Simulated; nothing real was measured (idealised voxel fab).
process module | voxel wiring stack
cross-section cut | 170 nm wide | cells 5 nm
A cross-section is a grid of square cells, given in bands from the top down. A band is one or more rows of cells.
Each band's line starts with the height of the band's top and of its bottom, in nm. Then come its materials from left to right, each with its width in nm. One material with "throughout" fills the band from edge to edge. "air" is empty space.
Height 0 is the level under which the wafer as received is all one material. The lowest band goes on downwards, as in "0 down".
A width such as "30 to 40" changes by the same amount from each row of cells to the next, from the band's top row to its bottom row.
"no change" after a step means that no cell of the cross-section changed.
closed voids: empty space of 8 cells or more with no open way to the top, each as width x height at its distance from the left edge, in nm
after a step's settings: what the simulator itself notes on the step
overlay nm, on a step with a mask: how far to the right of its planned place the mask lay; to the left if negative
plan
1 op RECEIVE | material Si
2 op CONFORMAL_DEP | material SiO2 | thk nm 10
3 op DIRECTIONAL_DEP | material TiN | thk nm 5
4 op DIRECTIONAL_DEP | material Ru | thk nm 25
5 op PATTERN | tone cover | mask id METAL_1 | material resist | width nm 20 | pitch nm 45 | thk nm 20 | overlay nm 0
6 op DIRECTIONAL_ETCH | etch materials Ru | depth nm 25
7 op DIRECTIONAL_ETCH | etch materials TiN | depth nm 5
8 op STRIP | etch materials resist
9 op CONFORMAL_DEP | material SiN | thk nm 5
10 op FILL_DEP | material lowk | thk nm 10
11 op CMP | height nm 40
12 op CONFORMAL_DEP | material SiCN | thk nm 5
13 op DIRECTIONAL_DEP | material SiO2 | thk nm 10
14 op DIRECTIONAL_DEP | material aC | thk nm 10
15 op PATTERN | tone open | mask id PLUG_1 | material resist | width nm 15 | pitch nm 45 | thk nm 30 | overlay nm 0
16 op DIRECTIONAL_ETCH | etch materials aC | depth nm 10
17 op STRIP | etch materials resist
18 op DIRECTIONAL_ETCH | etch materials SiO2 | depth nm 10
19 op DIRECTIONAL_ETCH | etch materials SiCN | depth nm 5
20 op STRIP | etch materials aC
21 op CONFORMAL_DEP | material TiN | thk nm 5
22 op FILL_DEP | material Cu | thk nm 5
23 op CMP | height nm 55
24 op DIRECTIONAL_DEP | material TiN | thk nm 5
25 op DIRECTIONAL_DEP | material Ru | thk nm 20
26 op PATTERN | tone cover | mask id METAL_2 | material resist | width nm 20 | pitch nm 45 | thk nm 15 | overlay nm 0
27 op DIRECTIONAL_ETCH | etch materials Ru | depth nm 20
28 op DIRECTIONAL_ETCH | etch materials TiN | depth nm 5
29 op STRIP | etch materials resist
30 op FILL_DEP | material lowk | thk nm 5
31 op CMP | height nm 80
32 op CONFORMAL_DEP | material SiCN | thk nm 5
as received, after step 1
  0 down: Si throughout
  closed voids: none
first wafer at the end, as planned
  85 to 80: SiCN throughout
  80 to 60: lowk 50 | Ru 20 | lowk 25 | Ru 20 | lowk 55
  60 to 55: lowk 50 | TiN 20 | lowk 25 | TiN 20 | lowk 55
  55 to 45: SiO2 50 | TiN 5 | Cu 5 | TiN 5 | SiO2 30 | TiN 5 | Cu 5 | TiN 5 | SiO2 60
  45 to 40: SiCN 50 | TiN 15 | SiCN 30 | TiN 15 | SiCN 60
  40 to 15: lowk 45 | SiN 5 | Ru 20 | SiN 5 | lowk 15 | SiN 5 | Ru 20 | SiN 5 | lowk 50
  15 to 10: SiN 50 | TiN 20 | SiN 25 | TiN 20 | SiN 55
  10 to 0: SiO2 throughout
  0 down: Si throughout
  closed voids: none
second wafer at the end: like start, like plan, one mistake
  85 to 80: SiCN throughout
  80 to 60: lowk 50 | Ru 20 | lowk 25 | Ru 20 | lowk 55
  60 to 55: lowk 50 | TiN 20 | lowk 25 | TiN 20 | lowk 55
  55 to 45: SiO2 50 | TiN 5 | Cu 5 | TiN 5 | SiO2 30 | TiN 5 | Cu 5 | TiN 5 | SiO2 60
  45 to 40: SiCN 50 | TiN 15 | SiCN 30 | TiN 15 | SiCN 60
  40 to 15: lowk 40 | SiN 5 | Ru 20 | SiN 5 | lowk 15 | SiN 5 | Ru 20 | SiN 5 | lowk 55
  15 to 10: SiN 45 | TiN 20 | SiN 25 | TiN 20 | SiN 60
  10 to 0: SiO2 throughout
  0 down: Si throughout
  closed voids: none
what went wrong: step 5 ran as: op PATTERN | tone cover | mask id METAL_1 | material resist | width nm 20 | pitch nm 45 | thk nm 20 | overlay nm -5
at the end the second wafer has, in cells: as many of each material as the first, in other places
